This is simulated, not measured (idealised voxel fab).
Documented hereafter: the process module known as voxel fin reveal.
290 nm wide, 5 nm square cells: that's cross-section cut.
We lay out every cross-section as a grid of square cells and spell it out in bands from the top down, where one band means one or more rows of cells. Band entry format. Leading values: height of top, height of bottom, nm. Remainder: materials in left-to-right order, each with its width in nm. Special words: "full width" on a single material, which then fills the band edge to edge; "blank", empty space. Measure heights from 0. That's the level where, below it, the as-received wafer is all one material. The lowest band is bottomless and extends downward; write it as in "0 -> down". A two-number width, for instance "30->40", indicates that the width is equal to the first number in the top row of the band and to the second number in the bottom row, and that it changes by a constant amount per row of cells. Basically "no alterations made" means that step didn't change any cell in the cross-section. "Closed empty spaces" contains a list of empty spaces, each no smaller than 8 cells and without an open way to the top, written in the form width x height at distance with the distance from the left edge and all three in nm. Where a step's line continues beyond its settings, the continuation is a remark by the simulator itself on that step. overlay nm: for a step with a mask, the amount by which the mask lay right of where it was planned; a negative amount means left of it.

THE STEPS PLANNED FOR THE PROCESS ARE AS FOLLOWS
1 RECEIVE, material Si
2 CONFORMAL_DEP, material SiN, thk nm 5
3 DIRECTIONAL_DEP, material aC, thk nm 10
4 PATTERN, tone cover, mask id FINS, material resist, width nm 15, pitch nm 35, thk nm 30, overlay nm 0
5 DIRECTIONAL_ETCH, etch materials aC, depth nm 10
6 STRIP, etch materials resist
7 DIRECTIONAL_ETCH, etch materials SiN, depth nm 5
8 DIRECTIONAL_ETCH, etch materials Si, depth nm 30
9 STRIP, etch materials aC
10 OXIDIZE, depth nm 5
11 FILL_DEP, material SiO2, thk nm 15
12 CMP, height nm 5
13 SELECTIVE_ETCH, etch materials SiO2, depth nm 20
14 STRIP, etch materials SiN
15 CONFORMAL_DEP, material HfO2, thk nm 5
The plan shows the thk nm of step 15 as the first wafer had it; this setting differs between the wafers, which start out alike.

FIRST WAFER AS RECEIVED, AFTER STEP 1
0 -> down | Si full width
Closed empty spaces: none

WAFER CROSS-SECTION (FIRST OF SEVERAL) - MODULE END, POST STEP 15 (LAST STEP)
5 -> 0 | blank (120); HfO2 (15); blank (20); HfO2 (15); blank (120)
0 -> -10 | blank (120); HfO2 (5); Si (5); HfO2 (5); blank (20); HfO2 (5); Si (5); HfO2 (5); blank (120)
-10 -> -15 | HfO2 (125); Si (5); HfO2 (30); Si (5); HfO2 (125)
-15 -> -35 | SiO2 (125); Si (5); SiO2 (30); Si (5); SiO2 (125)
-35 -> down | Si full width
Closed empty spaces: none

CROSS-SECTIONAL VIEW, END OF MODULE, LAST WAFER OF SEVERAL
20 -> 5 | blank (105); HfO2 (80); blank (105)
5 -> 0 | HfO2 full width
0 -> -15 | HfO2 (125); Si (5); HfO2 (30); Si (5); HfO2 (125)
-15 -> -35 | SiO2 (125); Si (5); SiO2 (30); Si (5); SiO2 (125)
-35 -> down | Si full width
Closed empty spaces: none

THE ROWS OF THE TABLE BELOW ARE WAFERS. LOOKING AT THE END OF THE MODULE, A ROW COUNTS, FOR EVERY MATERIAL, THE CELLS THE WAFER HAS GAINED, SHOWN AS (+), OR LOST, SHOWN AS (-), SINCE IT WAS RECEIVED; ITS CLOSED VOIDS COME NEXT
thk nm 5; +70 HfO2; -392 Si; +224 SiO2; Closed empty spaces: none
thk nm 10; +140 HfO2; -392 Si; +224 SiO2; Closed empty spaces: none
thk nm 15; +210 HfO2; -392 Si; +224 SiO2; Closed empty spaces: none
thk nm 20; +274 HfO2; -392 Si; +224 SiO2; Closed empty spaces: none
